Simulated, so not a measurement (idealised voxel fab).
process module | voxel trench capacitor
cross-section cut | 170 nm wide | cells 5 nm
A cross-section is a grid of square cells, given in bands from the top down. A band is one or more rows of cells.
Each band's line starts with the height of the band's top and of its bottom, in nm. Then come its materials from left to right, each with its width in nm. One material with "throughout" fills the band from edge to edge. "air" is empty space.
Height 0 is the level under which the wafer as received is all one material. The lowest band goes on downwards, as in "0 down".
A width such as "30 to 40" changes by the same amount from each row of cells to the next, from the band's top row to its bottom row.
"no change" after a step means that no cell of the cross-section changed.
closed voids: empty space of 8 cells or more with no open way to the top, each as width x height at its distance from the left edge, in nm
after a step's settings: what the simulator itself notes on the step
overlay nm, on a step with a mask: how far to the right of its planned place the mask lay; to the left if negative
Each pair below shows a cross-section before one step and the cross-section after it, down to the lowest band that changed. The line under each pair gives the step between them, with its settings. The pairs can come from different runs of this module on the same starting wafer, so a pair continues from the pair above only where its "before" says so.
before
  0 down: Si throughout
  closed voids: none
after
  10 to 0: SiN throughout
  below 0: unchanged
  closed voids: none
the step between: op CONFORMAL_DEP | material SiN | thk nm 10
before: the cross-section after the pair above
after
  25 to 10: aC throughout
  below 10: unchanged
  closed voids: none
the step between: op DIRECTIONAL_DEP | material aC | thk nm 15
before: the cross-section after the pair above
after
  60 to 25: resist 25 | air 25 | resist 20 | air 25 | resist 20 | air 25 | resist 30
  below 25: unchanged
  closed voids: none
the step between: op PATTERN | tone open | mask id TRENCH | material resist | width nm 25 | pitch nm 45 | thk nm 35 | overlay nm 0
before: the cross-section after the pair above
after
  45 to 25: resist 25 | air 25 | resist 20 | air 25 | resist 20 | air 25 | resist 30
  25 to 10: aC 25 | air 25 | aC 20 | air 25 | aC 20 | air 25 | aC 30
  below 10: unchanged
  closed voids: none
the step between: op DIRECTIONAL_ETCH | etch materials aC | depth nm 15
before: the cross-section after the pair above
after
  25 to 10: aC 25 | air 25 | aC 20 | air 25 | aC 20 | air 25 | aC 30
  below 10: unchanged
  closed voids: none
the step between: op STRIP | etch materials resist
before: the cross-section after the pair above
after
  25 to 10: aC 25 | air 25 | aC 20 | air 25 | aC 20 | air 25 | aC 30
  10 to 0: SiN 25 | air 25 | SiN 20 | air 25 | SiN 20 | air 25 | SiN 30
  below 0: unchanged
  closed voids: none
the step between: op DIRECTIONAL_ETCH | etch materials SiN | depth nm 10
before: the cross-section after the pair above
after
  25 to 10: aC 25 | air 25 | aC 20 | air 25 | aC 20 | air 25 | aC 30
  10 to 0: SiN 25 | air 25 | SiN 20 | air 25 | SiN 20 | air 25 | SiN 30
  0 to -40: Si 25 | air 25 | Si 20 | air 25 | Si 20 | air 25 | Si 30
  below -40: unchanged
  closed voids: none
the step between: op DIRECTIONAL_ETCH | etch materials Si | depth nm 40
before: the cross-section after the pair above
after
  10 to 0: SiN 25 | air 25 | SiN 20 | air 25 | SiN 20 | air 25 | SiN 30
  below 0: unchanged
  closed voids: none
the step between: op STRIP | etch materials aC
before: the cross-section after the pair above
after
  15 to 10: Al2O3 30 | air 15 | Al2O3 30 | air 15 | Al2O3 30 | air 15 | Al2O3 35
  10 to 0: SiN 25 | Al2O3 5 | air 15 | Al2O3 5 | SiN 20 | Al2O3 5 | air 15 | Al2O3 5 | SiN 20 | Al2O3 5 | air 15 | Al2O3 5 | SiN 30
  0 to -35: Si 25 | Al2O3 5 | air 15 | Al2O3 5 | Si 20 | Al2O3 5 | air 15 | Al2O3 5 | Si 20 | Al2O3 5 | air 15 | Al2O3 5 | Si 30
  -35 to -40: Si 25 | Al2O3 25 | Si 20 | Al2O3 25 | Si 20 | Al2O3 25 | Si 30
  below -40: unchanged
  closed voids: none
the step between: op CONFORMAL_DEP | material Al2O3 | thk nm 5
before: the cross-section after the pair above
after
  20 to 15: TiN 35 | air 5 | TiN 40 | air 5 | TiN 40 | air 5 | TiN 40
  15 to 10: Al2O3 30 | TiN 5 | air 5 | TiN 5 | Al2O3 30 | TiN 5 | air 5 | TiN 5 | Al2O3 30 | TiN 5 | air 5 | TiN 5 | Al2O3 35
  10 to 0: SiN 25 | Al2O3 5 | TiN 5 | air 5 | TiN 5 | Al2O3 5 | SiN 20 | Al2O3 5 | TiN 5 | air 5 | TiN 5 | Al2O3 5 | SiN 20 | Al2O3 5 | TiN 5 | air 5 | TiN 5 | Al2O3 5 | SiN 30
  0 to -30: Si 25 | Al2O3 5 | TiN 5 | air 5 | TiN 5 | Al2O3 5 | Si 20 | Al2O3 5 | TiN 5 | air 5 | TiN 5 | Al2O3 5 | Si 20 | Al2O3 5 | TiN 5 | air 5 | TiN 5 | Al2O3 5 | Si 30
  -30 to -35: Si 25 | Al2O3 5 | TiN 15 | Al2O3 5 | Si 20 | Al2O3 5 | TiN 15 | Al2O3 5 | Si 20 | Al2O3 5 | TiN 15 | Al2O3 5 | Si 30
  below -35: unchanged
  closed voids: none
the step between: op CONFORMAL_DEP | material TiN | thk nm 5
before: the cross-section after the pair above
after
  25 to 20: W throughout
  20 to 15: TiN 35 | W 5 | TiN 40 | W 5 | TiN 40 | W 5 | TiN 40
  15 to 10: Al2O3 30 | TiN 5 | W 5 | TiN 5 | Al2O3 30 | TiN 5 | W 5 | TiN 5 | Al2O3 30 | TiN 5 | W 5 | TiN 5 | Al2O3 35
  10 to 0: SiN 25 | Al2O3 5 | TiN 5 | W 5 | TiN 5 | Al2O3 5 | SiN 20 | Al2O3 5 | TiN 5 | W 5 | TiN 5 | Al2O3 5 | SiN 20 | Al2O3 5 | TiN 5 | W 5 | TiN 5 | Al2O3 5 | SiN 30
  0 to -30: Si 25 | Al2O3 5 | TiN 5 | W 5 | TiN 5 | Al2O3 5 | Si 20 | Al2O3 5 | TiN 5 | W 5 | TiN 5 | Al2O3 5 | Si 20 | Al2O3 5 | TiN 5 | W 5 | TiN 5 | Al2O3 5 | Si 30
  below -30: unchanged
  closed voids: none
the step between: op FILL_DEP | material W | thk nm 5
before: the cross-section after the pair above
after
  10 to 0: SiN 25 | Al2O3 5 | TiN 5 | W 5 | TiN 5 | Al2O3 5 | SiN 20 | Al2O3 5 | TiN 5 | W 5 | TiN 5 | Al2O3 5 | SiN 20 | Al2O3 5 | TiN 5 | W 5 | TiN 5 | Al2O3 5 | SiN 30
  below 0: unchanged
  closed voids: none
the step between: op CMP | height nm 10
before
  10 to 0: SiN 25 | air 25 | SiN 20 | air 25 | SiN 20 | air 25 | SiN 30
  0 to -40: Si 25 | air 25 | Si 20 | air 25 | Si 20 | air 25 | Si 30
  -40 down: Si throughout
  closed voids: none
after
  15 to 10: TiN 30 | air 15 | TiN 30 | air 15 | TiN 30 | air 15 | TiN 35
  10 to 0: SiN 25 | TiN 5 | air 15 | TiN 5 | SiN 20 | TiN 5 | air 15 | TiN 5 | SiN 20 | TiN 5 | air 15 | TiN 5 | SiN 30
  0 to -35: Si 25 | TiN 5 | air 15 | TiN 5 | Si 20 | TiN 5 | air 15 | TiN 5 | Si 20 | TiN 5 | air 15 | TiN 5 | Si 30
  -35 to -40: Si 25 | TiN 25 | Si 20 | TiN 25 | Si 20 | TiN 25 | Si 30
  below -40: unchanged
  closed voids: none
the step between: op CONFORMAL_DEP | material TiN | thk nm 5
before: the cross-section after the pair above
after
  20 to 15: W throughout
  15 to 10: TiN 30 | W 15 | TiN 30 | W 15 | TiN 30 | W 15 | TiN 35
  10 to 0: SiN 25 | TiN 5 | W 15 | TiN 5 | SiN 20 | TiN 5 | W 15 | TiN 5 | SiN 20 | TiN 5 | W 15 | TiN 5 | SiN 30
  0 to -35: Si 25 | TiN 5 | W 15 | TiN 5 | Si 20 | TiN 5 | W 15 | TiN 5 | Si 20 | TiN 5 | W 15 | TiN 5 | Si 30
  below -35: unchanged
  closed voids: none
the step between: op FILL_DEP | material W | thk nm 5
before: the cross-section after the pair above
after
  10 to 0: SiN 25 | TiN 5 | W 15 | TiN 5 | SiN 20 | TiN 5 | W 15 | TiN 5 | SiN 20 | TiN 5 | W 15 | TiN 5 | SiN 30
  below 0: unchanged
  closed voids: none
the step between: op CMP | height nm 10
before
  25 to 10: aC 25 | air 25 | aC 20 | air 25 | aC 20 | air 25 | aC 30
  10 to 0: SiN 25 | air 25 | SiN 20 | air 25 | SiN 20 | air 25 | SiN 30
  0 to -40: Si 25 | air 25 | Si 20 | air 25 | Si 20 | air 25 | Si 30
  -40 down: Si throughout
  closed voids: none
after
  25 to 10: aC 25 | air 25 | aC 20 | air 25 | aC 20 | air 25 | aC 30
  10 to 0: SiN 25 | air 25 | SiN 20 | air 25 | SiN 20 | air 25 | SiN 30
  0 to -80: Si 25 | air 25 | Si 20 | air 25 | Si 20 | air 25 | Si 30
  below -80: unchanged
  closed voids: none
the step between: op DIRECTIONAL_ETCH | etch materials Si | depth nm 40
before: the cross-section after the pair above
after
  10 to 0: SiN 25 | air 25 | SiN 20 | air 25 | SiN 20 | air 25 | SiN 30
  below 0: unchanged
  closed voids: none
the step between: op STRIP | etch materials aC
before: the cross-section after the pair above
after
  15 to 10: Al2O3 30 | air 15 | Al2O3 30 | air 15 | Al2O3 30 | air 15 | Al2O3 35
  10 to 0: SiN 25 | Al2O3 5 | air 15 | Al2O3 5 | SiN 20 | Al2O3 5 | air 15 | Al2O3 5 | SiN 20 | Al2O3 5 | air 15 | Al2O3 5 | SiN 30
  0 to -75: Si 25 | Al2O3 5 | air 15 | Al2O3 5 | Si 20 | Al2O3 5 | air 15 | Al2O3 5 | Si 20 | Al2O3 5 | air 15 | Al2O3 5 | Si 30
  -75 to -80: Si 25 | Al2O3 25 | Si 20 | Al2O3 25 | Si 20 | Al2O3 25 | Si 30
  below -80: unchanged
  closed voids: none
the step between: op CONFORMAL_DEP | material Al2O3 | thk nm 5
before: the cross-section after the pair above
after
  20 to 15: TiN 35 | air 5 | TiN 40 | air 5 | TiN 40 | air 5 | TiN 40
  15 to 10: Al2O3 30 | TiN 5 | air 5 | TiN 5 | Al2O3 30 | TiN 5 | air 5 | TiN 5 | Al2O3 30 | TiN 5 | air 5 | TiN 5 | Al2O3 35
  10 to 0: SiN 25 | Al2O3 5 | TiN 5 | air 5 | TiN 5 | Al2O3 5 | SiN 20 | Al2O3 5 | TiN 5 | air 5 | TiN 5 | Al2O3 5 | SiN 20 | Al2O3 5 | TiN 5 | air 5 | TiN 5 | Al2O3 5 | SiN 30
  0 to -70: Si 25 | Al2O3 5 | TiN 5 | air 5 | TiN 5 | Al2O3 5 | Si 20 | Al2O3 5 | TiN 5 | air 5 | TiN 5 | Al2O3 5 | Si 20 | Al2O3 5 | TiN 5 | air 5 | TiN 5 | Al2O3 5 | Si 30
  -70 to -75: Si 25 | Al2O3 5 | TiN 15 | Al2O3 5 | Si 20 | Al2O3 5 | TiN 15 | Al2O3 5 | Si 20 | Al2O3 5 | TiN 15 | Al2O3 5 | Si 30
  below -75: unchanged
  closed voids: none
the step between: op CONFORMAL_DEP | material TiN | thk nm 5
before: the cross-section after the pair above
after
  25 to 20: W throughout
  20 to 15: TiN 35 | W 5 | TiN 40 | W 5 | TiN 40 | W 5 | TiN 40
  15 to 10: Al2O3 30 | TiN 5 | W 5 | TiN 5 | Al2O3 30 | TiN 5 | W 5 | TiN 5 | Al2O3 30 | TiN 5 | W 5 | TiN 5 | Al2O3 35
  10 to 0: SiN 25 | Al2O3 5 | TiN 5 | W 5 | TiN 5 | Al2O3 5 | SiN 20 | Al2O3 5 | TiN 5 | W 5 | TiN 5 | Al2O3 5 | SiN 20 | Al2O3 5 | TiN 5 | W 5 | TiN 5 | Al2O3 5 | SiN 30
  0 to -70: Si 25 | Al2O3 5 | TiN 5 | W 5 | TiN 5 | Al2O3 5 | Si 20 | Al2O3 5 | TiN 5 | W 5 | TiN 5 | Al2O3 5 | Si 20 | Al2O3 5 | TiN 5 | W 5 | TiN 5 | Al2O3 5 | Si 30
  below -70: unchanged
  closed voids: none
the step between: op FILL_DEP | material W | thk nm 5
before: the cross-section after the pair above
after
  10 to 0: SiN 25 | Al2O3 5 | TiN 5 | W 5 | TiN 5 | Al2O3 5 | SiN 20 | Al2O3 5 | TiN 5 | W 5 | TiN 5 | Al2O3 5 | SiN 20 | Al2O3 5 | TiN 5 | W 5 | TiN 5 | Al2O3 5 | SiN 30
  below 0: unchanged
  closed voids: none
the step between: op CMP | height nm 10
before
  15 to 10: TiN 30 | air 15 | TiN 30 | air 15 | TiN 30 | air 15 | TiN 35
  10 to 0: SiN 25 | TiN 5 | air 15 | TiN 5 | SiN 20 | TiN 5 | air 15 | TiN 5 | SiN 20 | TiN 5 | air 15 | TiN 5 | SiN 30
  0 to -35: Si 25 | TiN 5 | air 15 | TiN 5 | Si 20 | TiN 5 | air 15 | TiN 5 | Si 20 | TiN 5 | air 15 | TiN 5 | Si 30
  -35 to -40: Si 25 | TiN 25 | Si 20 | TiN 25 | Si 20 | TiN 25 | Si 30
  -40 down: Si throughout
  closed voids: none
after
  20 to 15: Al2O3 35 | air 5 | Al2O3 40 | air 5 | Al2O3 40 | air 5 | Al2O3 40
  15 to 10: TiN 30 | Al2O3 5 | air 5 | Al2O3 5 | TiN 30 | Al2O3 5 | air 5 | Al2O3 5 | TiN 30 | Al2O3 5 | air 5 | Al2O3 5 | TiN 35
  10 to 0: SiN 25 | TiN 5 | Al2O3 5 | air 5 | Al2O3 5 | TiN 5 | SiN 20 | TiN 5 | Al2O3 5 | air 5 | Al2O3 5 | TiN 5 | SiN 20 | TiN 5 | Al2O3 5 | air 5 | Al2O3 5 | TiN 5 | SiN 30
  0 to -30: Si 25 | TiN 5 | Al2O3 5 | air 5 | Al2O3 5 | TiN 5 | Si 20 | TiN 5 | Al2O3 5 | air 5 | Al2O3 5 | TiN 5 | Si 20 | TiN 5 | Al2O3 5 | air 5 | Al2O3 5 | TiN 5 | Si 30
  -30 to -35: Si 25 | TiN 5 | Al2O3 15 | TiN 5 | Si 20 | TiN 5 | Al2O3 15 | TiN 5 | Si 20 | TiN 5 | Al2O3 15 | TiN 5 | Si 30
  below -35: unchanged
  closed voids: none
the step between: op CONFORMAL_DEP | material Al2O3 | thk nm 5
before: the cross-section after the pair above
after
  25 to 20: W throughout
  20 to 15: Al2O3 35 | W 5 | Al2O3 40 | W 5 | Al2O3 40 | W 5 | Al2O3 40
  15 to 10: TiN 30 | Al2O3 5 | W 5 | Al2O3 5 | TiN 30 | Al2O3 5 | W 5 | Al2O3 5 | TiN 30 | Al2O3 5 | W 5 | Al2O3 5 | TiN 35
  10 to 0: SiN 25 | TiN 5 | Al2O3 5 | W 5 | Al2O3 5 | TiN 5 | SiN 20 | TiN 5 | Al2O3 5 | W 5 | Al2O3 5 | TiN 5 | SiN 20 | TiN 5 | Al2O3 5 | W 5 | Al2O3 5 | TiN 5 | SiN 30
  0 to -30: Si 25 | TiN 5 | Al2O3 5 | W 5 | Al2O3 5 | TiN 5 | Si 20 | TiN 5 | Al2O3 5 | W 5 | Al2O3 5 | TiN 5 | Si 20 | TiN 5 | Al2O3 5 | W 5 | Al2O3 5 | TiN 5 | Si 30
  below -30: unchanged
  closed voids: none
the step between: op FILL_DEP | material W | thk nm 5
before: the cross-section after the pair above
after
  10 to 0: SiN 25 | TiN 5 | Al2O3 5 | W 5 | Al2O3 5 | TiN 5 | SiN 20 | TiN 5 | Al2O3 5 | W 5 | Al2O3 5 | TiN 5 | SiN 20 | TiN 5 | Al2O3 5 | W 5 | Al2O3 5 | TiN 5 | SiN 30
  below 0: unchanged
  closed voids: none
the step between: op CMP | height nm 10
before
  25 to 20: W throughout
  20 to 15: TiN 35 | W 5 | TiN 40 | W 5 | TiN 40 | W 5 | TiN 40
  15 to 10: Al2O3 30 | TiN 5 | W 5 | TiN 5 | Al2O3 30 | TiN 5 | W 5 | TiN 5 | Al2O3 30 | TiN 5 | W 5 | TiN 5 | Al2O3 35
  10 to 0: SiN 25 | Al2O3 5 | TiN 5 | W 5 | TiN 5 | Al2O3 5 | SiN 20 | Al2O3 5 | TiN 5 | W 5 | TiN 5 | Al2O3 5 | SiN 20 | Al2O3 5 | TiN 5 | W 5 | TiN 5 | Al2O3 5 | SiN 30
  0 to -30: Si 25 | Al2O3 5 | TiN 5 | W 5 | TiN 5 | Al2O3 5 | Si 20 | Al2O3 5 | TiN 5 | W 5 | TiN 5 | Al2O3 5 | Si 20 | Al2O3 5 | TiN 5 | W 5 | TiN 5 | Al2O3 5 | Si 30
  -30 to -35: Si 25 | Al2O3 5 | TiN 15 | Al2O3 5 | Si 20 | Al2O3 5 | TiN 15 | Al2O3 5 | Si 20 | Al2O3 5 | TiN 15 | Al2O3 5 | Si 30
  -35 to -40: Si 25 | Al2O3 25 | Si 20 | Al2O3 25 | Si 20 | Al2O3 25 | Si 30
  -40 down: Si throughout
  closed voids: none
after
  20 to 15: TiN 35 | W 5 | TiN 40 | W 5 | TiN 40 | W 5 | TiN 40
  below 15: unchanged
  closed voids: none
the step between: op CMP | height nm 20
before
  25 to 10: aC throughout
  10 to 0: SiN throughout
  0 down: Si throughout
  closed voids: none
after
  60 to 25: resist 30 | air 20 | resist 25 | air 20 | resist 25 | air 20 | resist 30
  below 25: unchanged
  closed voids: none
the step between: op PATTERN | tone open | mask id TRENCH | material resist | width nm 20 | pitch nm 45 | thk nm 35 | overlay nm 0
before: the cross-section after the pair above
after
  45 to 25: resist 30 | air 20 | resist 25 | air 20 | resist 25 | air 20 | resist 30
  25 to 10: aC 30 | air 20 | aC 25 | air 20 | aC 25 | air 20 | aC 30
  below 10: unchanged
  closed voids: none
the step between: op DIRECTIONAL_ETCH | etch materials aC | depth nm 15
before: the cross-section after the pair above
after
  25 to 10: aC 30 | air 20 | aC 25 | air 20 | aC 25 | air 20 | aC 30
  below 10: unchanged
  closed voids: none
the step between: op STRIP | etch materials resist
before: the cross-section after the pair above
after
  25 to 10: aC 30 | air 20 | aC 25 | air 20 | aC 25 | air 20 | aC 30
  10 to 0: SiN 30 | air 20 | SiN 25 | air 20 | SiN 25 | air 20 | SiN 30
  below 0: unchanged
  closed voids: none
the step between: op DIRECTIONAL_ETCH | etch materials SiN | depth nm 10
before: the cross-section after the pair above
after
  25 to 10: aC 30 | air 20 | aC 25 | air 20 | aC 25 | air 20 | aC 30
  10 to 0: SiN 30 | air 20 | SiN 25 | air 20 | SiN 25 | air 20 | SiN 30
  0 to -40: Si 30 | air 20 | Si 25 | air 20 | Si 25 | air 20 | Si 30
  below -40: unchanged
  closed voids: none
the step between: op DIRECTIONAL_ETCH | etch materials Si | depth nm 40
before: the cross-section after the pair above
after
  10 to 0: SiN 30 | air 20 | SiN 25 | air 20 | SiN 25 | air 20 | SiN 30
  below 0: unchanged
  closed voids: none
the step between: op STRIP | etch materials aC
before: the cross-section after the pair above
after
  15 to 10: Al2O3 35 | air 10 | Al2O3 35 | air 10 | Al2O3 35 | air 10 | Al2O3 35
  10 to 0: SiN 30 | Al2O3 5 | air 10 | Al2O3 5 | SiN 25 | Al2O3 5 | air 10 | Al2O3 5 | SiN 25 | Al2O3 5 | air 10 | Al2O3 5 | SiN 30
  0 to -35: Si 30 | Al2O3 5 | air 10 | Al2O3 5 | Si 25 | Al2O3 5 | air 10 | Al2O3 5 | Si 25 | Al2O3 5 | air 10 | Al2O3 5 | Si 30
  -35 to -40: Si 30 | Al2O3 20 | Si 25 | Al2O3 20 | Si 25 | Al2O3 20 | Si 30
  below -40: unchanged
  closed voids: none
the step between: op CONFORMAL_DEP | material Al2O3 | thk nm 5
before: the cross-section after the pair above
after
  20 to 15: TiN throughout
  15 to 10: Al2O3 35 | TiN 10 | Al2O3 35 | TiN 10 | Al2O3 35 | TiN 10 | Al2O3 35
  10 to 0: SiN 30 | Al2O3 5 | TiN 10 | Al2O3 5 | SiN 25 | Al2O3 5 | TiN 10 | Al2O3 5 | SiN 25 | Al2O3 5 | TiN 10 | Al2O3 5 | SiN 30
  0 to -35: Si 30 | Al2O3 5 | TiN 10 | Al2O3 5 | Si 25 | Al2O3 5 | TiN 10 | Al2O3 5 | Si 25 | Al2O3 5 | TiN 10 | Al2O3 5 | Si 30
  below -35: unchanged
  closed voids: none
the step between: op CONFORMAL_DEP | material TiN | thk nm 5
before: the cross-section after the pair above
after
  25 to 20: W throughout
  below 20: unchanged
  closed voids: none
the step between: op FILL_DEP | material W | thk nm 5
before: the cross-section after the pair above
after
  10 to 0: SiN 30 | Al2O3 5 | TiN 10 | Al2O3 5 | SiN 25 | Al2O3 5 | TiN 10 | Al2O3 5 | SiN 25 | Al2O3 5 | TiN 10 | Al2O3 5 | SiN 30
  below 0: unchanged
  closed voids: none
the step between: op CMP | height nm 10
before
  25 to 10: aC throughout
  10 to 0: SiN throughout
  0 down: Si throughout
  closed voids: none
after
  60 to 25: resist 35 | air 25 | resist 20 | air 25 | resist 20 | air 25 | resist 20
  below 25: unchanged
  closed voids: none
the step between: op PATTERN | tone open | mask id TRENCH | material resist | width nm 25 | pitch nm 45 | thk nm 35 | overlay nm 10
before: the cross-section after the pair above
after
  45 to 25: resist 35 | air 25 | resist 20 | air 25 | resist 20 | air 25 | resist 20
  25 to 10: aC 35 | air 25 | aC 20 | air 25 | aC 20 | air 25 | aC 20
  below 10: unchanged
  closed voids: none
the step between: op DIRECTIONAL_ETCH | etch materials aC | depth nm 15
before: the cross-section after the pair above
after
  25 to 10: aC 35 | air 25 | aC 20 | air 25 | aC 20 | air 25 | aC 20
  below 10: unchanged
  closed voids: none
the step between: op STRIP | etch materials resist
before: the cross-section after the pair above
after
  25 to 10: aC 35 | air 25 | aC 20 | air 25 | aC 20 | air 25 | aC 20
  10 to 0: SiN 35 | air 25 | SiN 20 | air 25 | SiN 20 | air 25 | SiN 20
  below 0: unchanged
  closed voids: none
the step between: op DIRECTIONAL_ETCH | etch materials SiN | depth nm 10
before: the cross-section after the pair above
after
  25 to 10: aC 35 | air 25 | aC 20 | air 25 | aC 20 | air 25 | aC 20
  10 to 0: SiN 35 | air 25 | SiN 20 | air 25 | SiN 20 | air 25 | SiN 20
  0 to -40: Si 35 | air 25 | Si 20 | air 25 | Si 20 | air 25 | Si 20
  below -40: unchanged
  closed voids: none
the step between: op DIRECTIONAL_ETCH | etch materials Si | depth nm 40
before: the cross-section after the pair above
after
  10 to 0: SiN 35 | air 25 | SiN 20 | air 25 | SiN 20 | air 25 | SiN 20
  below 0: unchanged
  closed voids: none
the step between: op STRIP | etch materials aC
before: the cross-section after the pair above
after
  15 to 10: Al2O3 40 | air 15 | Al2O3 30 | air 15 | Al2O3 30 | air 15 | Al2O3 25
  10 to 0: SiN 35 | Al2O3 5 | air 15 | Al2O3 5 | SiN 20 | Al2O3 5 | air 15 | Al2O3 5 | SiN 20 | Al2O3 5 | air 15 | Al2O3 5 | SiN 20
  0 to -35: Si 35 | Al2O3 5 | air 15 | Al2O3 5 | Si 20 | Al2O3 5 | air 15 | Al2O3 5 | Si 20 | Al2O3 5 | air 15 | Al2O3 5 | Si 20
  -35 to -40: Si 35 | Al2O3 25 | Si 20 | Al2O3 25 | Si 20 | Al2O3 25 | Si 20
  below -40: unchanged
  closed voids: none
the step between: op CONFORMAL_DEP | material Al2O3 | thk nm 5
before: the cross-section after the pair above
after
  20 to 15: TiN 45 | air 5 | TiN 40 | air 5 | TiN 40 | air 5 | TiN 30
  15 to 10: Al2O3 40 | TiN 5 | air 5 | TiN 5 | Al2O3 30 | TiN 5 | air 5 | TiN 5 | Al2O3 30 | TiN 5 | air 5 | TiN 5 | Al2O3 25
  10 to 0: SiN 35 | Al2O3 5 | TiN 5 | air 5 | TiN 5 | Al2O3 5 | SiN 20 | Al2O3 5 | TiN 5 | air 5 | TiN 5 | Al2O3 5 | SiN 20 | Al2O3 5 | TiN 5 | air 5 | TiN 5 | Al2O3 5 | SiN 20
  0 to -30: Si 35 | Al2O3 5 | TiN 5 | air 5 | TiN 5 | Al2O3 5 | Si 20 | Al2O3 5 | TiN 5 | air 5 | TiN 5 | Al2O3 5 | Si 20 | Al2O3 5 | TiN 5 | air 5 | TiN 5 | Al2O3 5 | Si 20
  -30 to -35: Si 35 | Al2O3 5 | TiN 15 | Al2O3 5 | Si 20 | Al2O3 5 | TiN 15 | Al2O3 5 | Si 20 | Al2O3 5 | TiN 15 | Al2O3 5 | Si 20
  below -35: unchanged
  closed voids: none
the step between: op CONFORMAL_DEP | material TiN | thk nm 5
before: the cross-section after the pair above
after
  25 to 20: W throughout
  20 to 15: TiN 45 | W 5 | TiN 40 | W 5 | TiN 40 | W 5 | TiN 30
  15 to 10: Al2O3 40 | TiN 5 | W 5 | TiN 5 | Al2O3 30 | TiN 5 | W 5 | TiN 5 | Al2O3 30 | TiN 5 | W 5 | TiN 5 | Al2O3 25
  10 to 0: SiN 35 | Al2O3 5 | TiN 5 | W 5 | TiN 5 | Al2O3 5 | SiN 20 | Al2O3 5 | TiN 5 | W 5 | TiN 5 | Al2O3 5 | SiN 20 | Al2O3 5 | TiN 5 | W 5 | TiN 5 | Al2O3 5 | SiN 20
  0 to -30: Si 35 | Al2O3 5 | TiN 5 | W 5 | TiN 5 | Al2O3 5 | Si 20 | Al2O3 5 | TiN 5 | W 5 | TiN 5 | Al2O3 5 | Si 20 | Al2O3 5 | TiN 5 | W 5 | TiN 5 | Al2O3 5 | Si 20
  below -30: unchanged
  closed voids: none
the step between: op FILL_DEP | material W | thk nm 5
before: the cross-section after the pair above
after
  10 to 0: SiN 35 | Al2O3 5 | TiN 5 | W 5 | TiN 5 | Al2O3 5 | SiN 20 | Al2O3 5 | TiN 5 | W 5 | TiN 5 | Al2O3 5 | SiN 20 | Al2O3 5 | TiN 5 | W 5 | TiN 5 | Al2O3 5 | SiN 20
  below 0: unchanged
  closed voids: none
the step between: op CMP | height nm 10
before
  0 down: Si throughout
  closed voids: none
after
  10 to 0: TiN throughout
  below 0: unchanged
  closed voids: none
the step between: op CONFORMAL_DEP | material TiN | thk nm 10
before: the cross-section after the pair above
after
  25 to 10: aC throughout
  below 10: unchanged
  closed voids: none
the step between: op DIRECTIONAL_DEP | material aC | thk nm 15
before: the cross-section after the pair above
after
  60 to 25: resist 25 | air 25 | resist 20 | air 25 | resist 20 | air 25 | resist 30
  below 25: unchanged
  closed voids: none
the step between: op PATTERN | tone open | mask id TRENCH | material resist | width nm 25 | pitch nm 45 | thk nm 35 | overlay nm 0
before: the cross-section after the pair above
after
  45 to 25: resist 25 | air 25 | resist 20 | air 25 | resist 20 | air 25 | resist 30
  25 to 10: aC 25 | air 25 | aC 20 | air 25 | aC 20 | air 25 | aC 30
  below 10: unchanged
  closed voids: none
the step between: op DIRECTIONAL_ETCH | etch materials aC | depth nm 15
before: the cross-section after the pair above
after
  25 to 10: aC 25 | air 25 | aC 20 | air 25 | aC 20 | air 25 | aC 30
  below 10: unchanged
  closed voids: none
the step between: op STRIP | etch materials resist
before: the cross-section after the pair above
after
  10 to 0: TiN throughout
  below 0: unchanged
  closed voids: none
the step between: op STRIP | etch materials aC
before: the cross-section after the pair above
after
  15 to 10: Al2O3 throughout
  below 10: unchanged
  closed voids: none
the step between: op CONFORMAL_DEP | material Al2O3 | thk nm 5
before: the cross-section after the pair above
after
  20 to 15: TiN throughout
  below 15: unchanged
  closed voids: none
the step between: op CONFORMAL_DEP | material TiN | thk nm 5
before: the cross-section after the pair above
after
  25 to 20: W throughout
  below 20: unchanged
  closed voids: none
the step between: op FILL_DEP | material W | thk nm 5
before: the cross-section after the pair above
after
  10 to 0: TiN throughout
  below 0: unchanged
  closed voids: none
the step between: op CMP | height nm 10
before
  25 to 10: aC throughout
  10 to 0: SiN throughout
  0 down: Si throughout
  closed voids: none
after
  60 to 25: air 25 | resist 25 | air 20 | resist 25 | air 20 | resist 25 | air 30
  below 25: unchanged
  closed voids: none
the step between: op PATTERN | tone cover | mask id TRENCH | material resist | width nm 25 | pitch nm 45 | thk nm 35 | overlay nm 0
before: the cross-section after the pair above
after
  45 to 25: air 25 | resist 25 | air 20 | resist 25 | air 20 | resist 25 | air 30
  25 to 10: air 25 | aC 25 | air 20 | aC 25 | air 20 | aC 25 | air 30
  below 10: unchanged
  closed voids: none
the step between: op DIRECTIONAL_ETCH | etch materials aC | depth nm 15
before: the cross-section after the pair above
after
  25 to 10: air 25 | aC 25 | air 20 | aC 25 | air 20 | aC 25 | air 30
  below 10: unchanged
  closed voids: none
the step between: op STRIP | etch materials resist
before: the cross-section after the pair above
after
  25 to 10: air 25 | aC 25 | air 20 | aC 25 | air 20 | aC 25 | air 30
  10 to 0: air 25 | SiN 25 | air 20 | SiN 25 | air 20 | SiN 25 | air 30
  below 0: unchanged
  closed voids: none
the step between: op DIRECTIONAL_ETCH | etch materials SiN | depth nm 10
before: the cross-section after the pair above
after
  25 to 10: air 25 | aC 25 | air 20 | aC 25 | air 20 | aC 25 | air 30
  10 to 0: air 25 | SiN 25 | air 20 | SiN 25 | air 20 | SiN 25 | air 30
  0 to -40: air 25 | Si 25 | air 20 | Si 25 | air 20 | Si 25 | air 30
  below -40: unchanged
  closed voids: none
the step between: op DIRECTIONAL_ETCH | etch materials Si | depth nm 40
before: the cross-section after the pair above
after
  10 to 0: air 25 | SiN 25 | air 20 | SiN 25 | air 20 | SiN 25 | air 30
  below 0: unchanged
  closed voids: none
the step between: op STRIP | etch materials aC
before: the cross-section after the pair above
after
  15 to 10: air 20 | Al2O3 35 | air 10 | Al2O3 35 | air 10 | Al2O3 35 | air 25
  10 to 0: air 20 | Al2O3 5 | SiN 25 | Al2O3 5 | air 10 | Al2O3 5 | SiN 25 | Al2O3 5 | air 10 | Al2O3 5 | SiN 25 | Al2O3 5 | air 25
  0 to -35: air 20 | Al2O3 5 | Si 25 | Al2O3 5 | air 10 | Al2O3 5 | Si 25 | Al2O3 5 | air 10 | Al2O3 5 | Si 25 | Al2O3 5 | air 25
  -35 to -40: Al2O3 25 | Si 25 | Al2O3 20 | Si 25 | Al2O3 20 | Si 25 | Al2O3 30
  below -40: unchanged
  closed voids: none
the step between: op CONFORMAL_DEP | material Al2O3 | thk nm 5
